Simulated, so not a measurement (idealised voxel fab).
Documented hereafter: the process module known as voxel capacitor over wiring.
For reference, the cross-section in this document is cut, with width 270 nm and square cells of 5 nm.
Cross-section format: a grid of square cells, given as bands from top to bottom; each band is one or more rows of cells. Band: top and bottom heights (nm) first, top before bottom; then materials from left to right, widths in nm. "everywhere" marks a sole material filling the band edge to edge. "blank" denotes empty space. Height 0 is the level under which the wafer as received is all one material. The lowest band goes on downwards, as in "0 down". It should be noted that a width expressed as "30->40" varies in equal increments from row to row of cells within the band, taking the value of the first number at the top row and that of the second number at the bottom row. When a step is marked "nothing was modified", none of the cells in the cross-section changed during that step. You'll see "Fully enclosed voids" listing empty spaces that have no way open to the top, as long as they're 8 cells or more; the notation is width x height at distance, where the distance is from the left edge, and all of it is in nm. That trailing text on a step's line, after the settings, is the simulator's own remark on the step. overlay nm: how far to the right of its planned place the mask lay on this masked step (negative: to the left).

So here's the lineup of process steps we planned:
step 1: RECEIVE (material Si)
step 2: CONFORMAL_DEP (material SiO2; thk nm 10)
step 3: CONFORMAL_DEP (material SiN; thk nm 5)
step 4: DIRECTIONAL_DEP (material SiO2; thk nm 20)
step 5: DIRECTIONAL_DEP (material aC; thk nm 10)
step 6: PATTERN (tone open; mask id METAL_1; material resist; width nm 25; pitch nm 80; thk nm 25; overlay nm 0)
step 7: DIRECTIONAL_ETCH (etch materials aC; depth nm 10)
step 8: STRIP (etch materials resist)
step 9: DIRECTIONAL_ETCH (etch materials SiO2; depth nm 20)
step 10: DIRECTIONAL_ETCH (etch materials SiN; depth nm 5)
step 11: STRIP (etch materials aC)
step 12: CONFORMAL_DEP (material TiN; thk nm 5)
step 13: FILL_DEP (material Ru; thk nm 5)
step 14: CMP (height nm 35)
step 15: CONFORMAL_DEP (material SiCN; thk nm 5)
step 16: DIRECTIONAL_DEP (material lowk; thk nm 10)
step 17: PATTERN (tone open; mask id PLUG_1; material resist; width nm 15; thk nm 20; overlay nm 0)
step 18: DIRECTIONAL_ETCH (etch materials lowk; depth nm 10)
step 19: DIRECTIONAL_ETCH (etch materials SiCN; depth nm 5)
step 20: STRIP (etch materials resist)
step 21: CONFORMAL_DEP (material TiN; thk nm 5)
step 22: FILL_DEP (material W; thk nm 10)
step 23: CMP (height nm 50)
step 24: DIRECTIONAL_DEP (material TiN; thk nm 5)
step 25: DIRECTIONAL_DEP (material Al2O3; thk nm 5)
step 26: DIRECTIONAL_DEP (material TiN; thk nm 5)
step 27: DIRECTIONAL_DEP (material aC; thk nm 15)
step 28: PATTERN (tone cover; mask id UPPER_PLATE; material resist; width nm 60; thk nm 35; overlay nm 0)
step 29: DIRECTIONAL_ETCH (etch materials aC; depth nm 15)
step 30: STRIP (etch materials resist)
step 31: DIRECTIONAL_ETCH (etch materials TiN; depth nm 5)
step 32: DIRECTIONAL_ETCH (etch materials Al2O3; depth nm 5)
step 33: STRIP (etch materials aC)
step 34: MASKED_ETCH (tone cover; mask id LOWER_PLATE; width nm 70; etch materials TiN; depth nm 5; overlay nm 0)
step 35: FILL_DEP (material SiO2; thk nm 20)
step 36: CMP (height nm 80)
step 37: DIRECTIONAL_DEP (material aC; thk nm 15)
step 38: PATTERN (tone open; mask id PLUG_2; material resist; width nm 15; thk nm 35; overlay nm 0)
step 39: DIRECTIONAL_ETCH (etch materials aC; depth nm 15)
step 40: STRIP (etch materials resist)
step 41: DIRECTIONAL_ETCH (etch materials SiO2; depth nm 15)
step 42: STRIP (etch materials aC)
step 43: CONFORMAL_DEP (material TiN; thk nm 5)
step 44: FILL_DEP (material Ru; thk nm 5)
step 45: CMP (height nm 80)
step 46: CONFORMAL_DEP (material SiN; thk nm 5)

Shown in cross-section is the wafer as received, that is, as it stands after step 1:
- 0 down  Si everywhere
- Fully enclosed voids: none

One mistake in running the module, otherwise start and plan as above: cross-section at the end:
- 85 to 80  SiN everywhere
- 80 to 70  SiO2=100, then TiN=5, then Ru=5, then TiN=5, then SiO2=155
- 70 to 60  SiO2=100->85, then TiN=15->70, then SiO2=155->115
- 60 to 55  SiO2=85, then Al2O3=70, then SiO2=115
- 55 to 50  SiO2=85, then TiN=70, then SiO2=115
- 50 to 40  lowk=90, then TiN=5, then W=5, then TiN=5, then lowk=165
- 40 to 35  SiCN=90, then TiN=15, then SiCN=165
- 35 to 15  SiO2=80, then TiN=5, then Ru=15, then TiN=5, then SiO2=55, then TiN=5, then Ru=15, then TiN=5, then SiO2=85
- 15 to 10  SiN=80, then TiN=25, then SiN=55, then TiN=25, then SiN=85
- 10 to 0  SiO2 everywhere
- 0 down  Si everywhere
- Fully enclosed voids: none
It is concluded that the wafer was processed incorrectly with respect to the plan, in that step 28 ran differently from the plan; actual operation with settings: PATTERN (tone cover; mask id UPPER_PLATE; material resist; width nm 70; thk nm 35; overlay nm 0)
